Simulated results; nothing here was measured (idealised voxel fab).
Documented hereafter: the process module known as voxel trench capacitor.
We display cut, a cross-section 230 nm in width whose square cells are each 5 nm.
A cross-section is a grid of square cells, given in bands from the top down. A band is one or more rows of cells.
Top, bottom (nm), then materials left to right with widths (nm); lone material tagged "edge to edge" fills the whole band edge to edge; "air" = empty space.
Height datum 0, below which the as-received substrate wafer is one material. Lowest band open at the bottom, running downward: "0..down".
The width entry "30 to 40" should be interpreted row by row: the top row of cells in the band takes the first number, the bottom row takes the second number, and the change between adjacent rows is uniform throughout.
"nothing changed", as given for a step, is the statement that not any cell of the cross-section underwent a change during that step.
In "Sealed-off cavities" the enclosed voids are listed, meaning empty spaces of 8 cells or larger without any opening to the top. The form is width x height at distance, distance from the left edge, units nm.
On each step's line, the part that comes after the settings is the simulator's own comment on the step.
For masked steps, "overlay nm" on the step line gives how far right of plan the mask actually lay; a minus sign means it lay to the left.
**Process steps - plan**
step 1: RECEIVE [material Si]
step 2: CONFORMAL_DEP [material SiN] [thk nm 5]
step 3: MASKED_ETCH [tone open] [mask id TRENCH] [width nm 15] [pitch nm 30] [etch materials SiN] [depth nm 5] [overlay nm 0]
step 4: MASKED_ETCH [tone open] [mask id TRENCH] [width nm 15] [pitch nm 30] [etch materials Si] [depth nm 35] [overlay nm 0]
step 5: CONFORMAL_DEP [material Al2O3] [thk nm 5]
step 6: FILL_DEP [material polySi] [thk nm 5]
step 7: CMP [height nm 5]
**What follows covers the first of two wafers; it ran as planned**
**As received (post step 1): cross-section**
* 0..down: Si edge to edge
* Sealed-off cavities: none
**The wafer, seen in cross-section, after step 2**
* 5..0: SiN edge to edge
* All layers under 0 are left as they were.
**The wafer, seen in cross-section, after step 3**
* 5..0: 60 of SiN, 15 of air, 15 of SiN, 15 of air, 15 of SiN, 15 of air, 15 of SiN, 15 of air, 65 of SiN
* All layers under 0 are left as they were.
**The wafer, seen in cross-section, after step 4**
* 5..0: 60 of SiN, 15 of air, 15 of SiN, 15 of air, 15 of SiN, 15 of air, 15 of SiN, 15 of air, 65 of SiN
* 0..-35: 60 of Si, 15 of air, 15 of Si, 15 of air, 15 of Si, 15 of air, 15 of Si, 15 of air, 65 of Si
* All layers under -35 are left as they were.
**The wafer, seen in cross-section, after step 5**
* 10..5: 65 of Al2O3, 5 of air, 25 of Al2O3, 5 of air, 25 of Al2O3, 5 of air, 25 of Al2O3, 5 of air, 70 of Al2O3
* 5..0: 60 of SiN, 5 of Al2O3, 5 of air, 5 of Al2O3, 15 of SiN, 5 of Al2O3, 5 of air, 5 of Al2O3, 15 of SiN, 5 of Al2O3, 5 of air, 5 of Al2O3, 15 of SiN, 5 of Al2O3, 5 of air, 5 of Al2O3, 65 of SiN
* 0..-30: 60 of Si, 5 of Al2O3, 5 of air, 5 of Al2O3, 15 of Si, 5 of Al2O3, 5 of air, 5 of Al2O3, 15 of Si, 5 of Al2O3, 5 of air, 5 of Al2O3, 15 of Si, 5 of Al2O3, 5 of air, 5 of Al2O3, 65 of Si
* -30..-35: 60 of Si, 15 of Al2O3, 15 of Si, 15 of Al2O3, 15 of Si, 15 of Al2O3, 15 of Si, 15 of Al2O3, 65 of Si
* All layers under -35 are left as they were.
**The wafer, seen in cross-section, after step 6**
* 15..10: polySi edge to edge
* 10..5: 65 of Al2O3, 5 of polySi, 25 of Al2O3, 5 of polySi, 25 of Al2O3, 5 of polySi, 25 of Al2O3, 5 of polySi, 70 of Al2O3
* 5..0: 60 of SiN, 5 of Al2O3, 5 of polySi, 5 of Al2O3, 15 of SiN, 5 of Al2O3, 5 of polySi, 5 of Al2O3, 15 of SiN, 5 of Al2O3, 5 of polySi, 5 of Al2O3, 15 of SiN, 5 of Al2O3, 5 of polySi, 5 of Al2O3, 65 of SiN
* 0..-30: 60 of Si, 5 of Al2O3, 5 of polySi, 5 of Al2O3, 15 of Si, 5 of Al2O3, 5 of polySi, 5 of Al2O3, 15 of Si, 5 of Al2O3, 5 of polySi, 5 of Al2O3, 15 of Si, 5 of Al2O3, 5 of polySi, 5 of Al2O3, 65 of Si
* All layers under -30 are left as they were.
**The wafer, seen in cross-section, after step 7**
* 5..0: 60 of SiN, 5 of Al2O3, 5 of polySi, 5 of Al2O3, 15 of SiN, 5 of Al2O3, 5 of polySi, 5 of Al2O3, 15 of SiN, 5 of Al2O3, 5 of polySi, 5 of Al2O3, 15 of SiN, 5 of Al2O3, 5 of polySi, 5 of Al2O3, 65 of SiN
* All layers under 0 are left as they were.
**The second wafer began exactly as the first did and followed the same plan, but one mistake was made while running it; through step 2 inclusive, the two wafers are identical**
**Cross-section, second wafer, at the end time the plan gives for step 3**
* 5..0: 60 of air, 15 of SiN, 15 of air, 15 of SiN, 15 of air, 15 of SiN, 15 of air, 15 of SiN, 65 of air
* All layers under 0 are left as they were.
Cross-section, second wafer, at the end time the plan gives for step 4: nothing changed
**Cross-section, second wafer, at the end time the plan gives for step 5**
* 10..5: 55 of air, 25 of Al2O3, 5 of air, 25 of Al2O3, 5 of air, 25 of Al2O3, 5 of air, 25 of Al2O3, 60 of air
* 5..0: 60 of Al2O3, 15 of SiN, 15 of Al2O3, 15 of SiN, 15 of Al2O3, 15 of SiN, 15 of Al2O3, 15 of SiN, 65 of Al2O3
* All layers under 0 are left as they were.
**Cross-section, second wafer, at the end time the plan gives for step 6**
* 15..10: polySi edge to edge
* 10..5: 55 of polySi, 25 of Al2O3, 5 of polySi, 25 of Al2O3, 5 of polySi, 25 of Al2O3, 5 of polySi, 25 of Al2O3, 60 of polySi
* All layers under 5 are left as they were.
**Cross-section, second wafer, at the end time the plan gives for step 7**
* 5..0: 60 of Al2O3, 15 of SiN, 15 of Al2O3, 15 of SiN, 15 of Al2O3, 15 of SiN, 15 of Al2O3, 15 of SiN, 65 of Al2O3
* All layers under 0 are left as they were.
So what did we get wrong on this run? contrary to plan, step 3 was performed as MASKED_ETCH [tone cover] [mask id TRENCH] [width nm 15] [pitch nm 30] [etch materials SiN] [depth nm 5] [overlay nm 0]
Final difference in cells, second wafer against first, listed per material as more or fewer: 34 fewer of Al2O3; 84 more of Si; 22 fewer of SiN; 28 fewer of polySi
